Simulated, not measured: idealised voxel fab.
Module name: voxel gate over fins (process module)
Shown is cross-section cut, with a width of 195 nm and square cells of size 5 nm.
Cross-sections here: square-cell grids, written as top-down lists of bands, a band being one or more rows of cells. It is stipulated that each band's entry specify, in nanometres, the height of the top of the band and then that of its bottom, followed by the materials of the band in left-to-right sequence, each together with its width in nanometres. A single material marked by the word "all across" is understood to fill the band from edge to edge; the word "blank" is understood to denote empty space. Zero point of the height axis is 0; under it, received wafer = one material. Lowest band: continues down indefinitely, "z 0 and below". Think of "30 to 40" as a width that walks from the first number to the second as you go down the band, top row to bottom row, taking equal-sized steps from row to row. "nothing got changed" after a step means that no cell of the cross-section changed. "Closed void inventory" specifies each empty space that is not open to the top and that occupies no fewer than 8 cells, using the form width x height at distance, the distance measured from the left edge and all three quantities in nm. Past the settings on a step's line: simulator remark, on that step. "overlay nm" on a masked step: distance the mask lay right of its planned place, negative for left.
Set out below are the planned steps of the process:
1 RECEIVE, material Si
2 CONFORMAL_DEP, material SiN, thk nm 5
3 PATTERN, tone cover, mask id FINS, material resist, width nm 15, pitch nm 60, thk nm 15, overlay nm 0
4 DIRECTIONAL_ETCH, etch materials SiN, depth nm 5
5 DIRECTIONAL_ETCH, etch materials Si, depth nm 40
6 STRIP, etch materials resist
7 FILL_DEP, material SiO2, thk nm 15
8 CMP, height nm 5
9 PATTERN, tone open, mask id RAIL, material resist, width nm 15, thk nm 15, overlay nm 0
10 DIRECTIONAL_ETCH, etch materials SiO2, depth nm 40
11 STRIP, etch materials resist
12 CONFORMAL_DEP, material TiN, thk nm 5
13 FILL_DEP, material W, thk nm 5
14 CMP, height nm 5
15 SELECTIVE_ETCH, etch materials W Ru TiN, depth nm 25
16 FILL_DEP, material SiO2, thk nm 5
17 CMP, height nm 5
18 SELECTIVE_ETCH, etch materials SiO2, depth nm 20
19 STRIP, etch materials SiN
20 CONFORMAL_DEP, material HfO2, thk nm 5
21 CONFORMAL_DEP, material TiN, thk nm 5
22 CONFORMAL_DEP, material TiAl, thk nm 5
23 CONFORMAL_DEP, material TiN, thk nm 5
24 FILL_DEP, material W, thk nm 10
25 CMP, height nm 25
26 CONFORMAL_DEP, material SiCN, thk nm 5
as received, after step 1:
z 0 and below: Si all across
Closed void inventory: none
Look at the cross-section after the module: the wafer started out the way shown above and the plan was the one shown above, yet one mistake was made along the way:
z 30 to 25: SiCN all across
z 25 to 15: W all across
z 15 to 10: 15 W  45 TiN  15 W  45 TiN  15 W  45 TiN  15 W
z 10 to 5: 15 W  5 TiN  35 TiAl  5 TiN  15 W  5 TiN  35 TiAl  5 TiN  15 W  5 TiN  35 TiAl  5 TiN  15 W
z 5 to 0: 15 W  5 TiN  5 TiAl  25 TiN  5 TiAl  5 TiN  15 W  5 TiN  5 TiAl  25 TiN  5 TiAl  5 TiN  15 W  5 TiN  5 TiAl  25 TiN  5 TiAl  5 TiN  15 W
z 0 to -5: 20 TiN  5 TiAl  5 TiN  15 Si  5 TiN  5 TiAl  25 TiN  5 TiAl  5 TiN  15 Si  5 TiN  5 TiAl  25 TiN  5 TiAl  5 TiN  15 Si  5 TiN  5 TiAl  20 TiN
z -5 to -10: 25 TiAl  5 TiN  15 Si  5 TiN  35 TiAl  5 TiN  15 Si  5 TiN  35 TiAl  5 TiN  15 Si  5 TiN  25 TiAl
z -10 to -15: 30 TiN  15 Si  45 TiN  15 Si  45 TiN  15 Si  30 TiN
z -15 to -20: 30 SiO2  15 Si  45 SiO2  15 Si  45 SiO2  15 Si  30 SiO2
z -20 to -30: 30 SiO2  15 Si  15 SiO2  5 TiN  5 W  5 TiN  15 SiO2  15 Si  45 SiO2  15 Si  30 SiO2
z -30 to -35: 30 SiO2  15 Si  15 SiO2  15 TiN  15 SiO2  15 Si  45 SiO2  15 Si  30 SiO2
z -35 to -40: 30 SiO2  15 Si  45 SiO2  15 Si  45 SiO2  15 Si  30 SiO2
z -40 and below: Si all across
Closed void inventory: none
Which mistake was made when the wafer was run? step 20 of the plan never got run, it was skipped over
